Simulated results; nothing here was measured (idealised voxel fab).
Module name: voxel self aligned contacts (process module)
Xsec cut, 185 nm wide, square cell size 5 nm.
The cross-sections in this document take the form of a grid made of square cells. They are written out as bands, in order from top to bottom. Each band consists of one or more rows of cells.
Read a band's entry like this: the first values are the height of its top and the height of its bottom in nm, and what follows is the sequence of materials from left to right, each with its width in nm. Note that "blank" is empty space, and that a single material marked "full width" reaches across the band from edge to edge.
We count height from 0. Below that, the starting wafer is all one material. The lowest band never ends at the bottom but goes on down; see "0..down" for how that is written.
It should be noted that a width expressed as "30->40" varies in equal increments from row to row of cells within the band, taking the value of the first number at the top row and that of the second number at the bottom row.
"no modification" for a step: no cell of the cross-section changed in that step.
In the "Enclosed void listing" entry, you get each enclosed empty space of 8 cells or more, one with no open way to the top, written width x height at distance, distance from the left edge, in nm.
Text after the settings on a step's line: the simulator's own remark on that step.
The setting "overlay nm" may be written on the line of a step. When the step uses a mask, the value reports how far to the right of the planned place the mask lay, and a negative value reports that it lay to the left.
The remainder of this document consists of a sequence of paired cross-sections. Each pair presents the cross-section prior to one process step together with the cross-section following it, the latter being rendered only as deep as the lowest band that underwent change. The intervening step, together with its settings, is stated beneath each pair. Because the pairs may originate from different runs of this module on the same starting wafer, a given pair is to be read as continuing from the preceding pair only where its entry headed "Pre-step geometry" so indicates.
Pre-step geometry:
  0..down = Si full width
  Enclosed void listing: none
As Processed:
  5..0 = SiO2 full width
  Below 0 it's all the same as before, nothing changed down there.
  Enclosed void listing: none
The transition between the preceding cross-sections is accomplished by CONFORMAL_DEP: material SiO2, thk nm 5
Pre-step geometry: Reference is made to the cross-section shown after the step in the pair directly above, which represents the state prior to this step.
As Processed:
  25..5 = polySi full width
  Below 5 it's all the same as before, nothing changed down there.
  Enclosed void listing: none
The transition between the preceding cross-sections is accomplished by DIRECTIONAL_DEP: material polySi, thk nm 20
Pre-step geometry: Reference is made to the cross-section shown after the step in the pair directly above, which represents the state prior to this step.
As Processed:
  40..25 = SiN full width
  Below 25 it's all the same as before, nothing changed down there.
  Enclosed void listing: none
The transition between the preceding cross-sections is accomplished by DIRECTIONAL_DEP: material SiN, thk nm 15
Pre-step geometry: Reference is made to the cross-section shown after the step in the pair directly above, which represents the state prior to this step.
As Processed:
  55..40 = blank 15, then resist 30, then blank 30, then resist 30, then blank 30, then resist 30, then blank 20
  Below 40 it's all the same as before, nothing changed down there.
  Enclosed void listing: none
The transition between the preceding cross-sections is accomplished by PATTERN: tone cover, mask id GATE, material resist, width nm 30, pitch nm 60, thk nm 15, overlay nm 0
Pre-step geometry: Reference is made to the cross-section shown after the step in the pair directly above, which represents the state prior to this step.
As Processed:
  55..40 = blank 15, then resist 30, then blank 30, then resist 30, then blank 30, then resist 30, then blank 20
  40..25 = blank 15, then SiN 30, then blank 30, then SiN 30, then blank 30, then SiN 30, then blank 20
  Below 25 it's all the same as before, nothing changed down there.
  Enclosed void listing: none
The transition between the preceding cross-sections is accomplished by DIRECTIONAL_ETCH: etch materials SiN, depth nm 15
Pre-step geometry: Reference is made to the cross-section shown after the step in the pair directly above, which represents the state prior to this step.
As Processed:
  55..40 = blank 15, then resist 30, then blank 30, then resist 30, then blank 30, then resist 30, then blank 20
  40..25 = blank 15, then SiN 30, then blank 30, then SiN 30, then blank 30, then SiN 30, then blank 20
  25..5 = blank 15, then polySi 30, then blank 30, then polySi 30, then blank 30, then polySi 30, then blank 20
  Below 5 it's all the same as before, nothing changed down there.
  Enclosed void listing: none
The transition between the preceding cross-sections is accomplished by DIRECTIONAL_ETCH: etch materials polySi, depth nm 20
Pre-step geometry: Reference is made to the cross-section shown after the step in the pair directly above, which represents the state prior to this step.
As Processed:
  40..25 = blank 15, then SiN 30, then blank 30, then SiN 30, then blank 30, then SiN 30, then blank 20
  Below 25 it's all the same as before, nothing changed down there.
  Enclosed void listing: none
The transition between the preceding cross-sections is accomplished by STRIP: etch materials resist
Pre-step geometry: Reference is made to the cross-section shown after the step in the pair directly above, which represents the state prior to this step.
As Processed:
  45..25 = blank 10, then SiN 40, then blank 20, then SiN 40, then blank 20, then SiN 40, then blank 15
  25..10 = blank 10, then SiN 5, then polySi 30, then SiN 5, then blank 20, then SiN 5, then polySi 30, then SiN 5, then blank 20, then SiN 5, then polySi 30, then SiN 5, then blank 15
  10..5 = SiN 15, then polySi 30, then SiN 30, then polySi 30, then SiN 30, then polySi 30, then SiN 20
  Below 5 it's all the same as before, nothing changed down there.
  Enclosed void listing: none
The transition between the preceding cross-sections is accomplished by CONFORMAL_DEP: material SiN, thk nm 5
Pre-step geometry: Reference is made to the cross-section shown after the step in the pair directly above, which represents the state prior to this step.
As Processed:
  40..25 = blank 10, then SiN 40, then blank 20, then SiN 40, then blank 20, then SiN 40, then blank 15
  25..5 = blank 10, then SiN 5, then polySi 30, then SiN 5, then blank 20, then SiN 5, then polySi 30, then SiN 5, then blank 20, then SiN 5, then polySi 30, then SiN 5, then blank 15
  Below 5 it's all the same as before, nothing changed down there.
  Enclosed void listing: none
The transition between the preceding cross-sections is accomplished by DIRECTIONAL_ETCH: etch materials SiN, depth nm 5
Pre-step geometry: Reference is made to the cross-section shown after the step in the pair directly above, which represents the state prior to this step.
As Processed:
  55..40 = SiO2 full width
  40..25 = SiO2 10, then SiN 40, then SiO2 20, then SiN 40, then SiO2 20, then SiN 40, then SiO2 15
  25..5 = SiO2 10, then SiN 5, then polySi 30, then SiN 5, then SiO2 20, then SiN 5, then polySi 30, then SiN 5, then SiO2 20, then SiN 5, then polySi 30, then SiN 5, then SiO2 15
  Below 5 it's all the same as before, nothing changed down there.
  Enclosed void listing: none
The transition between the preceding cross-sections is accomplished by FILL_DEP: material SiO2, thk nm 15
Pre-step geometry: Reference is made to the cross-section shown after the step in the pair directly above, which represents the state prior to this step.
As Processed:
  45..40 = SiO2 full width
  Below 40 it's all the same as before, nothing changed down there.
  Enclosed void listing: none
The transition between the preceding cross-sections is accomplished by CMP: height nm 45
Pre-step geometry: Reference is made to the cross-section shown after the step in the pair directly above, which represents the state prior to this step.
As Processed:
  45..40 = SiO2 40, then blank 40, then SiO2 20, then blank 40, then SiO2 45
  40..25 = SiO2 10, then SiN 40, then blank 20, then SiN 40, then blank 20, then SiN 40, then SiO2 15
  25..5 = SiO2 10, then SiN 5, then polySi 30, then SiN 5, then blank 20, then SiN 5, then polySi 30, then SiN 5, then blank 20, then SiN 5, then polySi 30, then SiN 5, then SiO2 15
  5..0 = SiO2 50, then blank 20, then SiO2 40, then blank 20, then SiO2 55
  Below 0 it's all the same as before, nothing changed down there.
  Enclosed void listing: none
The transition between the preceding cross-sections is accomplished by MASKED_ETCH: tone open, mask id CONTACT, width nm 40, pitch nm 60, etch materials SiO2, depth nm 45, overlay nm 0
Pre-step geometry: Reference is made to the cross-section shown after the step in the pair directly above, which represents the state prior to this step.
As Processed:
  50..45 = TiN 45, then blank 30, then TiN 30, then blank 30, then TiN 50
  45..40 = SiO2 40, then TiN 15, then blank 10, then TiN 15, then SiO2 20, then TiN 15, then blank 10, then TiN 15, then SiO2 45
  40..25 = SiO2 10, then SiN 40, then TiN 5, then blank 10, then TiN 5, then SiN 40, then TiN 5, then blank 10, then TiN 5, then SiN 40, then SiO2 15
  25..5 = SiO2 10, then SiN 5, then polySi 30, then SiN 5, then TiN 5, then blank 10, then TiN 5, then SiN 5, then polySi 30, then SiN 5, then TiN 5, then blank 10, then TiN 5, then SiN 5, then polySi 30, then SiN 5, then SiO2 15
  5..0 = SiO2 50, then TiN 20, then SiO2 40, then TiN 20, then SiO2 55
  Below 0 it's all the same as before, nothing changed down there.
  Enclosed void listing: none
The transition between the preceding cross-sections is accomplished by CONFORMAL_DEP: material TiN, thk nm 5
Pre-step geometry: Reference is made to the cross-section shown after the step in the pair directly above, which represents the state prior to this step.
As Processed:
  55..50 = W full width
  50..45 = TiN 45, then W 30, then TiN 30, then W 30, then TiN 50
  45..40 = SiO2 40, then TiN 15, then W 10, then TiN 15, then SiO2 20, then TiN 15, then W 10, then TiN 15, then SiO2 45
  40..25 = SiO2 10, then SiN 40, then TiN 5, then W 10, then TiN 5, then SiN 40, then TiN 5, then W 10, then TiN 5, then SiN 40, then SiO2 15
  25..5 = SiO2 10, then SiN 5, then polySi 30, then SiN 5, then TiN 5, then W 10, then TiN 5, then SiN 5, then polySi 30, then SiN 5, then TiN 5, then W 10, then TiN 5, then SiN 5, then polySi 30, then SiN 5, then SiO2 15
  Below 5 it's all the same as before, nothing changed down there.
  Enclosed void listing: none
The transition between the preceding cross-sections is accomplished by FILL_DEP: material W, thk nm 5
Pre-step geometry: Reference is made to the cross-section shown after the step in the pair directly above, which represents the state prior to this step.
As Processed:
  45..40 = SiO2 40, then TiN 15, then W 10, then TiN 15, then SiO2 20, then TiN 15, then W 10, then TiN 15, then SiO2 45
  Below 40 it's all the same as before, nothing changed down there.
  Enclosed void listing: none
The transition between the preceding cross-sections is accomplished by CMP: height nm 45
Pre-step geometry: Reference is made to the cross-section shown after the step in the pair directly above, which represents the state prior to this step.
As Processed:
  50..45 = SiCN full width
  Below 45 it's all the same as before, nothing changed down there.
  Enclosed void listing: none
The transition between the preceding cross-sections is accomplished by CONFORMAL_DEP: material SiCN, thk nm 5
Pre-step geometry:
  40..25 = blank 15, then SiN 30, then blank 30, then SiN 30, then blank 30, then SiN 30, then blank 20
  25..5 = blank 15, then polySi 30, then blank 30, then polySi 30, then blank 30, then polySi 30, then blank 20
  5..0 = SiO2 full width
  0..down = Si full width
  Enclosed void listing: none
As Processed:
  35..25 = blank 15, then SiN 30, then blank 30, then SiN 30, then blank 30, then SiN 30, then blank 20
  Below 25 it's all the same as before, nothing changed down there.
  Enclosed void listing: none
The transition between the preceding cross-sections is accomplished by DIRECTIONAL_ETCH: etch materials SiN, depth nm 5
Pre-step geometry: Reference is made to the cross-section shown after the step in the pair directly above, which represents the state prior to this step.
As Processed:
  50..35 = SiO2 full width
  35..25 = SiO2 15, then SiN 30, then SiO2 30, then SiN 30, then SiO2 30, then SiN 30, then SiO2 20
  25..5 = SiO2 15, then polySi 30, then SiO2 30, then polySi 30, then SiO2 30, then polySi 30, then SiO2 20
  Below 5 it's all the same as before, nothing changed down there.
  Enclosed void listing: none
The transition between the preceding cross-sections is accomplished by FILL_DEP: material SiO2, thk nm 15
Pre-step geometry: Reference is made to the cross-section shown after the step in the pair directly above, which represents the state prior to this step.
As Processed:
  45..35 = SiO2 full width
  Below 35 it's all the same as before, nothing changed down there.
  Enclosed void listing: none
The transition between the preceding cross-sections is accomplished by CMP: height nm 45
Pre-step geometry: Reference is made to the cross-section shown after the step in the pair directly above, which represents the state prior to this step.
As Processed:
  45..35 = SiO2 40, then blank 40, then SiO2 20, then blank 40, then SiO2 45
  35..25 = SiO2 15, then SiN 30, then blank 30, then SiN 30, then blank 30, then SiN 30, then SiO2 20
  25..5 = SiO2 15, then polySi 30, then blank 30, then polySi 30, then blank 30, then polySi 30, then SiO2 20
  5..0 = SiO2 45, then blank 30, then SiO2 30, then blank 30, then SiO2 50
  Below 0 it's all the same as before, nothing changed down there.
  Enclosed void listing: none
The transition between the preceding cross-sections is accomplished by MASKED_ETCH: tone open, mask id CONTACT, width nm 40, pitch nm 60, etch materials SiO2, depth nm 45, overlay nm 0
Pre-step geometry: Reference is made to the cross-section shown after the step in the pair directly above, which represents the state prior to this step.
As Processed:
  50..45 = TiN 45, then blank 30, then TiN 30, then blank 30, then TiN 50
  45..35 = SiO2 40, then TiN 5->10, then blank 30->20, then TiN 5->10, then SiO2 20, then TiN 5->10, then blank 30->20, then TiN 5->10, then SiO2 45
  35..25 = SiO2 15, then SiN 30, then TiN 5, then blank 20, then TiN 5, then SiN 30, then TiN 5, then blank 20, then TiN 5, then SiN 30, then SiO2 20
  25..5 = SiO2 15, then polySi 30, then TiN 5, then blank 20, then TiN 5, then polySi 30, then TiN 5, then blank 20, then TiN 5, then polySi 30, then SiO2 20
  5..0 = SiO2 45, then TiN 30, then SiO2 30, then TiN 30, then SiO2 50
  Below 0 it's all the same as before, nothing changed down there.
  Enclosed void listing: none
The transition between the preceding cross-sections is accomplished by CONFORMAL_DEP: material TiN, thk nm 5
Pre-step geometry: Reference is made to the cross-section shown after the step in the pair directly above, which represents the state prior to this step.
As Processed:
  55..50 = W full width
  50..45 = TiN 45, then W 30, then TiN 30, then W 30, then TiN 50
  45..35 = SiO2 40, then TiN 5->10, then W 30->20, then TiN 5->10, then SiO2 20, then TiN 5->10, then W 30->20, then TiN 5->10, then SiO2 45
  35..25 = SiO2 15, then SiN 30, then TiN 5, then W 20, then TiN 5, then SiN 30, then TiN 5, then W 20, then TiN 5, then SiN 30, then SiO2 20
  25..5 = SiO2 15, then polySi 30, then TiN 5, then W 20, then TiN 5, then polySi 30, then TiN 5, then W 20, then TiN 5, then polySi 30, then SiO2 20
  Below 5 it's all the same as before, nothing changed down there.
  Enclosed void listing: none
The transition between the preceding cross-sections is accomplished by FILL_DEP: material W, thk nm 5
Pre-step geometry: Reference is made to the cross-section shown after the step in the pair directly above, which represents the state prior to this step.
As Processed:
  45..35 = SiO2 40, then TiN 5->10, then W 30->20, then TiN 5->10, then SiO2 20, then TiN 5->10, then W 30->20, then TiN 5->10, then SiO2 45
  Below 35 it's all the same as before, nothing changed down there.
  Enclosed void listing: none
The transition between the preceding cross-sections is accomplished by CMP: height nm 45
Pre-step geometry: Reference is made to the cross-section shown after the step in the pair directly above, which represents the state prior to this step.
As Processed:
  50..45 = SiCN full width
  Below 45 it's all the same as before, nothing changed down there.
  Enclosed void listing: none
The transition between the preceding cross-sections is accomplished by CONFORMAL_DEP: material SiCN, thk nm 5
Pre-step geometry:
  25..5 = polySi full width
  5..0 = SiO2 full width
  0..down = Si full width
  Enclosed void listing: none
As Processed:
  45..5 = polySi full width
  Below 5 it's all the same as before, nothing changed down there.
  Enclosed void listing: none
The transition between the preceding cross-sections is accomplished by DIRECTIONAL_DEP: material polySi, thk nm 20
Pre-step geometry: Reference is made to the cross-section shown after the step in the pair directly above, which represents the state prior to this step.
As Processed:
  60..45 = SiN full width
  Below 45 it's all the same as before, nothing changed down there.
  Enclosed void listing: none
The transition between the preceding cross-sections is accomplished by DIRECTIONAL_DEP: material SiN, thk nm 15
Pre-step geometry: Reference is made to the cross-section shown after the step in the pair directly above, which represents the state prior to this step.
As Processed:
  75..60 = blank 15, then resist 30, then blank 30, then resist 30, then blank 30, then resist 30, then blank 20
  Below 60 it's all the same as before, nothing changed down there.
  Enclosed void listing: none
The transition between the preceding cross-sections is accomplished by PATTERN: tone cover, mask id GATE, material resist, width nm 30, pitch nm 60, thk nm 15, overlay nm 0
Pre-step geometry: Reference is made to the cross-section shown after the step in the pair directly above, which represents the state prior to this step.
As Processed:
  75..60 = blank 15, then resist 30, then blank 30, then resist 30, then blank 30, then resist 30, then blank 20
  60..45 = blank 15, then SiN 30, then blank 30, then SiN 30, then blank 30, then SiN 30, then blank 20
  Below 45 it's all the same as before, nothing changed down there.
  Enclosed void listing: none
The transition between the preceding cross-sections is accomplished by DIRECTIONAL_ETCH: etch materials SiN, depth nm 15
Pre-step geometry: Reference is made to the cross-section shown after the step in the pair directly above, which represents the state prior to this step.
As Processed:
  75..60 = blank 15, then resist 30, then blank 30, then resist 30, then blank 30, then resist 30, then blank 20
  60..45 = blank 15, then SiN 30, then blank 30, then SiN 30, then blank 30, then SiN 30, then blank 20
  45..25 = blank 15, then polySi 30, then blank 30, then polySi 30, then blank 30, then polySi 30, then blank 20
  Below 25 it's all the same as before, nothing changed down there.
  Enclosed void listing: none
The transition between the preceding cross-sections is accomplished by DIRECTIONAL_ETCH: etch materials polySi, depth nm 20
Pre-step geometry: Reference is made to the cross-section shown after the step in the pair directly above, which represents the state prior to this step.
As Processed:
  60..45 = blank 15, then SiN 30, then blank 30, then SiN 30, then blank 30, then SiN 30, then blank 20
  Below 45 it's all the same as before, nothing changed down there.
  Enclosed void listing: none
The transition between the preceding cross-sections is accomplished by STRIP: etch materials resist
Pre-step geometry: Reference is made to the cross-section shown after the step in the pair directly above, which represents the state prior to this step.
As Processed:
  65..45 = blank 10, then SiN 40, then blank 20, then SiN 40, then blank 20, then SiN 40, then blank 15
  45..30 = blank 10, then SiN 5, then polySi 30, then SiN 5, then blank 20, then SiN 5, then polySi 30, then SiN 5, then blank 20, then SiN 5, then polySi 30, then SiN 5, then blank 15
  30..25 = SiN 15, then polySi 30, then SiN 30, then polySi 30, then SiN 30, then polySi 30, then SiN 20
  Below 25 it's all the same as before, nothing changed down there.
  Enclosed void listing: none
The transition between the preceding cross-sections is accomplished by CONFORMAL_DEP: material SiN, thk nm 5
Pre-step geometry: Reference is made to the cross-section shown after the step in the pair directly above, which represents the state prior to this step.
As Processed:
  60..45 = blank 10, then SiN 40, then blank 20, then SiN 40, then blank 20, then SiN 40, then blank 15
  45..25 = blank 10, then SiN 5, then polySi 30, then SiN 5, then blank 20, then SiN 5, then polySi 30, then SiN 5, then blank 20, then SiN 5, then polySi 30, then SiN 5, then blank 15
  Below 25 it's all the same as before, nothing changed down there.
  Enclosed void listing: none
The transition between the preceding cross-sections is accomplished by DIRECTIONAL_ETCH: etch materials SiN, depth nm 5
Pre-step geometry: Reference is made to the cross-section shown after the step in the pair directly above, which represents the state prior to this step.
As Processed:
  75..60 = SiO2 full width
  60..45 = SiO2 10, then SiN 40, then SiO2 20, then SiN 40, then SiO2 20, then SiN 40, then SiO2 15
  45..25 = SiO2 10, then SiN 5, then polySi 30, then SiN 5, then SiO2 20, then SiN 5, then polySi 30, then SiN 5, then SiO2 20, then SiN 5, then polySi 30, then SiN 5, then SiO2 15
  Below 25 it's all the same as before, nothing changed down there.
  Enclosed void listing: none
The transition between the preceding cross-sections is accomplished by FILL_DEP: material SiO2, thk nm 15
Pre-step geometry: Reference is made to the cross-section shown after the step in the pair directly above, which represents the state prior to this step.
As Processed:
  45..25 = SiO2 10, then SiN 5, then polySi 30, then SiN 5, then SiO2 20, then SiN 5, then polySi 30, then SiN 5, then SiO2 20, then SiN 5, then polySi 30, then SiN 5, then SiO2 15
  Below 25 it's all the same as before, nothing changed down there.
  Enclosed void listing: none
The transition between the preceding cross-sections is accomplished by CMP: height nm 45
Pre-step geometry: Reference is made to the cross-section shown after the step in the pair directly above, which represents the state prior to this step.
As Processed:
  45..25 = SiO2 10, then SiN 5, then polySi 30, then SiN 5, then blank 20, then SiN 5, then polySi 30, then SiN 5, then blank 20, then SiN 5, then polySi 30, then SiN 5, then SiO2 15
  Below 25 it's all the same as before, nothing changed down there.
  Enclosed void listing: none
The transition between the preceding cross-sections is accomplished by MASKED_ETCH: tone open, mask id CONTACT, width nm 40, pitch nm 60, etch materials SiO2, depth nm 45, overlay nm 0
Pre-step geometry: Reference is made to the cross-section shown after the step in the pair directly above, which represents the state prior to this step.
As Processed:
  50..45 = TiN 55, then blank 10, then TiN 50, then blank 10, then TiN 60
  45..30 = SiO2 10, then SiN 5, then polySi 30, then SiN 5, then TiN 5, then blank 10, then TiN 5, then SiN 5, then polySi 30, then SiN 5, then TiN 5, then blank 10, then TiN 5, then SiN 5, then polySi 30, then SiN 5, then SiO2 15
  30..25 = SiO2 10, then SiN 5, then polySi 30, then SiN 5, then TiN 20, then SiN 5, then polySi 30, then SiN 5, then TiN 20, then SiN 5, then polySi 30, then SiN 5, then SiO2 15
  Below 25 it's all the same as before, nothing changed down there.
  Enclosed void listing: none
The transition between the preceding cross-sections is accomplished by CONFORMAL_DEP: material TiN, thk nm 5
Pre-step geometry: Reference is made to the cross-section shown after the step in the pair directly above, which represents the state prior to this step.
As Processed:
  55..50 = W full width
  50..45 = TiN 55, then W 10, then TiN 50, then W 10, then TiN 60
  45..30 = SiO2 10, then SiN 5, then polySi 30, then SiN 5, then TiN 5, then W 10, then TiN 5, then SiN 5, then polySi 30, then SiN 5, then TiN 5, then W 10, then TiN 5, then SiN 5, then polySi 30, then SiN 5, then SiO2 15
  Below 30 it's all the same as before, nothing changed down there.
  Enclosed void listing: none
The transition between the preceding cross-sections is accomplished by FILL_DEP: material W, thk nm 5
Pre-step geometry: Reference is made to the cross-section shown after the step in the pair directly above, which represents the state prior to this step.
As Processed:
  45..30 = SiO2 10, then SiN 5, then polySi 30, then SiN 5, then TiN 5, then W 10, then TiN 5, then SiN 5, then polySi 30, then SiN 5, then TiN 5, then W 10, then TiN 5, then SiN 5, then polySi 30, then SiN 5, then SiO2 15
  Below 30 it's all the same as before, nothing changed down there.
  Enclosed void listing: none
The transition between the preceding cross-sections is accomplished by CMP: height nm 45
Pre-step geometry: Reference is made to the cross-section shown after the step in the pair directly above, which represents the state prior to this step.
As Processed:
  50..45 = SiCN full width
  Below 45 it's all the same as before, nothing changed down there.
  Enclosed void listing: none
The transition between the preceding cross-sections is accomplished by CONFORMAL_DEP: material SiCN, thk nm 5
Pre-step geometry:
  35..25 = blank 15, then SiN 30, then blank 30, then SiN 30, then blank 30, then SiN 30, then blank 20
  25..5 = blank 15, then polySi 30, then blank 30, then polySi 30, then blank 30, then polySi 30, then blank 20
  5..0 = SiO2 full width
  0..down = Si full width
  Enclosed void listing: none
As Processed:
  40..25 = blank 10, then SiN 40, then blank 20, then SiN 40, then blank 20, then SiN 40, then blank 15
  25..10 = blank 10, then SiN 5, then polySi 30, then SiN 5, then blank 20, then SiN 5, then polySi 30, then SiN 5, then blank 20, then SiN 5, then polySi 30, then SiN 5, then blank 15
  10..5 = SiN 15, then polySi 30, then SiN 30, then polySi 30, then SiN 30, then polySi 30, then SiN 20
  Below 5 it's all the same as before, nothing changed down there.
  Enclosed void listing: none
The transition between the preceding cross-sections is accomplished by CONFORMAL_DEP: material SiN, thk nm 5
Pre-step geometry: Reference is made to the cross-section shown after the step in the pair directly above, which represents the state prior to this step.
As Processed:
  55..40 = SiO2 full width
  40..25 = SiO2 10, then SiN 40, then SiO2 20, then SiN 40, then SiO2 20, then SiN 40, then SiO2 15
  25..10 = SiO2 10, then SiN 5, then polySi 30, then SiN 5, then SiO2 20, then SiN 5, then polySi 30, then SiN 5, then SiO2 20, then SiN 5, then polySi 30, then SiN 5, then SiO2 15
  Below 10 it's all the same as before, nothing changed down there.
  Enclosed void listing: none
The transition between the preceding cross-sections is accomplished by FILL_DEP: material SiO2, thk nm 15
Pre-step geometry: Reference is made to the cross-section shown after the step in the pair directly above, which represents the state prior to this step.
As Processed:
  45..40 = SiO2 full width
  Below 40 it's all the same as before, nothing changed down there.
  Enclosed void listing: none
The transition between the preceding cross-sections is accomplished by CMP: height nm 45
Pre-step geometry: Reference is made to the cross-section shown after the step in the pair directly above, which represents the state prior to this step.
As Processed:
  45..40 = SiO2 40, then blank 40, then SiO2 20, then blank 40, then SiO2 45
  40..25 = SiO2 10, then SiN 40, then blank 20, then SiN 40, then blank 20, then SiN 40, then SiO2 15
  25..10 = SiO2 10, then SiN 5, then polySi 30, then SiN 5, then blank 20, then SiN 5, then polySi 30, then SiN 5, then blank 20, then SiN 5, then polySi 30, then SiN 5, then SiO2 15
  Below 10 it's all the same as before, nothing changed down there.
  Enclosed void listing: none
The transition between the preceding cross-sections is accomplished by MASKED_ETCH: tone open, mask id CONTACT, width nm 40, pitch nm 60, etch materials SiO2, depth nm 45, overlay nm 0
Pre-step geometry: Reference is made to the cross-section shown after the step in the pair directly above, which represents the state prior to this step.
As Processed:
  50..45 = TiN 45, then blank 30, then TiN 30, then blank 30, then TiN 50
  45..40 = SiO2 40, then TiN 15, then blank 10, then TiN 15, then SiO2 20, then TiN 15, then blank 10, then TiN 15, then SiO2 45
  40..25 = SiO2 10, then SiN 40, then TiN 5, then blank 10, then TiN 5, then SiN 40, then TiN 5, then blank 10, then TiN 5, then SiN 40, then SiO2 15
  25..15 = SiO2 10, then SiN 5, then polySi 30, then SiN 5, then TiN 5, then blank 10, then TiN 5, then SiN 5, then polySi 30, then SiN 5, then TiN 5, then blank 10, then TiN 5, then SiN 5, then polySi 30, then SiN 5, then SiO2 15
  15..10 = SiO2 10, then SiN 5, then polySi 30, then SiN 5, then TiN 20, then SiN 5, then polySi 30, then SiN 5, then TiN 20, then SiN 5, then polySi 30, then SiN 5, then SiO2 15
  Below 10 it's all the same as before, nothing changed down there.
  Enclosed void listing: none
The transition between the preceding cross-sections is accomplished by CONFORMAL_DEP: material TiN, thk nm 5
Pre-step geometry: Reference is made to the cross-section shown after the step in the pair directly above, which represents the state prior to this step.
As Processed:
  55..50 = W full width
  50..45 = TiN 45, then W 30, then TiN 30, then W 30, then TiN 50
  45..40 = SiO2 40, then TiN 15, then W 10, then TiN 15, then SiO2 20, then TiN 15, then W 10, then TiN 15, then SiO2 45
  40..25 = SiO2 10, then SiN 40, then TiN 5, then W 10, then TiN 5, then SiN 40, then TiN 5, then W 10, then TiN 5, then SiN 40, then SiO2 15
  25..15 = SiO2 10, then SiN 5, then polySi 30, then SiN 5, then TiN 5, then W 10, then TiN 5, then SiN 5, then polySi 30, then SiN 5, then TiN 5, then W 10, then TiN 5, then SiN 5, then polySi 30, then SiN 5, then SiO2 15
  Below 15 it's all the same as before, nothing changed down there.
  Enclosed void listing: none
The transition between the preceding cross-sections is accomplished by FILL_DEP: material W, thk nm 5
Pre-step geometry: Reference is made to the cross-section shown after the step in the pair directly above, which represents the state prior to this step.
As Processed:
  45..40 = SiO2 40, then TiN 15, then W 10, then TiN 15, then SiO2 20, then TiN 15, then W 10, then TiN 15, then SiO2 45
  Below 40 it's all the same as before, nothing changed down there.
  Enclosed void listing: none
The transition between the preceding cross-sections is accomplished by CMP: height nm 45
Pre-step geometry: Reference is made to the cross-section shown after the step in the pair directly above, which represents the state prior to this step.
As Processed:
  50..45 = SiCN full width
  Below 45 it's all the same as before, nothing changed down there.
  Enclosed void listing: none
The transition between the preceding cross-sections is accomplished by CONFORMAL_DEP: material SiCN, thk nm 5
Pre-step geometry:
  40..25 = blank 15, then SiN 30, then blank 30, then SiN 30, then blank 30, then SiN 30, then blank 20
  25..5 = blank 15, then polySi 30, then blank 30, then polySi 30, then blank 30, then polySi 30, then blank 20
  5..0 = SiO2 full width
  0..down = Si full width
  Enclosed void listing: none
As Processed:
  55..25 = SiN 180, then blank 5
  25..20 = SiN 15, then polySi 30, then SiN 30, then polySi 30, then SiN 30, then polySi 30, then SiN 15, then blank 5
  20..5 = SiN 15, then polySi 30, then SiN 30, then polySi 30, then SiN 30, then polySi 30, then SiN 20
  Below 5 it's all the same as before, nothing changed down there.
  Enclosed void listing: none
The transition between the preceding cross-sections is accomplished by CONFORMAL_DEP: material SiN, thk nm 15
Pre-step geometry: Reference is made to the cross-section shown after the step in the pair directly above, which represents the state prior to this step.
As Processed:
  50..25 = SiN 180, then blank 5
  25..15 = SiN 15, then polySi 30, then SiN 30, then polySi 30, then SiN 30, then polySi 30, then SiN 15, then blank 5
  Below 15 it's all the same as before, nothing changed down there.
  Enclosed void listing: none
The transition between the preceding cross-sections is accomplished by DIRECTIONAL_ETCH: etch materials SiN, depth nm 5
Pre-step geometry: Reference is made to the cross-section shown after the step in the pair directly above, which represents the state prior to this step.
As Processed:
  65..50 = SiO2 full width
  50..25 = SiN 180, then SiO2 5
  25..15 = SiN 15, then polySi 30, then SiN 30, then polySi 30, then SiN 30, then polySi 30, then SiN 15, then SiO2 5
  Below 15 it's all the same as before, nothing changed down there.
  Enclosed void listing: none
The transition between the preceding cross-sections is accomplished by FILL_DEP: material SiO2, thk nm 15
Pre-step geometry: Reference is made to the cross-section shown after the step in the pair directly above, which represents the state prior to this step.
As Processed:
  45..25 = SiN 180, then SiO2 5
  Below 25 it's all the same as before, nothing changed down there.
  Enclosed void listing: none
The transition between the preceding cross-sections is accomplished by CMP: height nm 45
Pre-step geometry: Reference is made to the cross-section shown after the step in the pair directly above, which represents the state prior to this step.
As Processed:
  50..45 = TiN full width
  Below 45 it's all the same as before, nothing changed down there.
  Enclosed void listing: none
The transition between the preceding cross-sections is accomplished by CONFORMAL_DEP: material TiN, thk nm 5
Pre-step geometry: Reference is made to the cross-section shown after the step in the pair directly above, which represents the state prior to this step.
As Processed:
  55..50 = W full width
  Below 50 it's all the same as before, nothing changed down there.
  Enclosed void listing: none
The transition between the preceding cross-sections is accomplished by FILL_DEP: material W, thk nm 5
Pre-step geometry: Reference is made to the cross-section shown after the step in the pair directly above, which represents the state prior to this step.
As Processed:
  45..25 = SiN 180, then SiO2 5
  Below 25 it's all the same as before, nothing changed down there.
  Enclosed void listing: none
The transition between the preceding cross-sections is accomplished by CMP: height nm 45
Pre-step geometry: Reference is made to the cross-section shown after the step in the pair directly above, which represents the state prior to this step.
As Processed:
  50..45 = SiCN full width
  Below 45 it's all the same as before, nothing changed down there.
  Enclosed void listing: none
The transition between the preceding cross-sections is accomplished by CONFORMAL_DEP: material SiCN, thk nm 5
Pre-step geometry:
  45..40 = SiO2 full width
  40..25 = SiO2 10, then SiN 40, then SiO2 20, then SiN 40, then SiO2 20, then SiN 40, then SiO2 15
  25..5 = SiO2 10, then SiN 5, then polySi 30, then SiN 5, then SiO2 20, then SiN 5, then polySi 30, then SiN 5, then SiO2 20, then SiN 5, then polySi 30, then SiN 5, then SiO2 15
  5..0 = SiO2 full width
  0..down = Si full width
  Enclosed void listing: none
As Processed:
  45..40 = SiO2 45, then blank 30, then SiO2 30, then blank 30, then SiO2 50
  40..25 = SiO2 10, then SiN 40, then blank 20, then SiN 40, then blank 20, then SiN 40, then SiO2 15
  25..5 = SiO2 10, then SiN 5, then polySi 30, then SiN 5, then blank 20, then SiN 5, then polySi 30, then SiN 5, then blank 20, then SiN 5, then polySi 30, then SiN 5, then SiO2 15
  5..0 = SiO2 50, then blank 20, then SiO2 40, then blank 20, then SiO2 55
  Below 0 it's all the same as before, nothing changed down there.
  Enclosed void listing: none
The transition between the preceding cross-sections is accomplished by MASKED_ETCH: tone open, mask id CONTACT, width nm 30, pitch nm 60, etch materials SiO2, depth nm 45, overlay nm 0
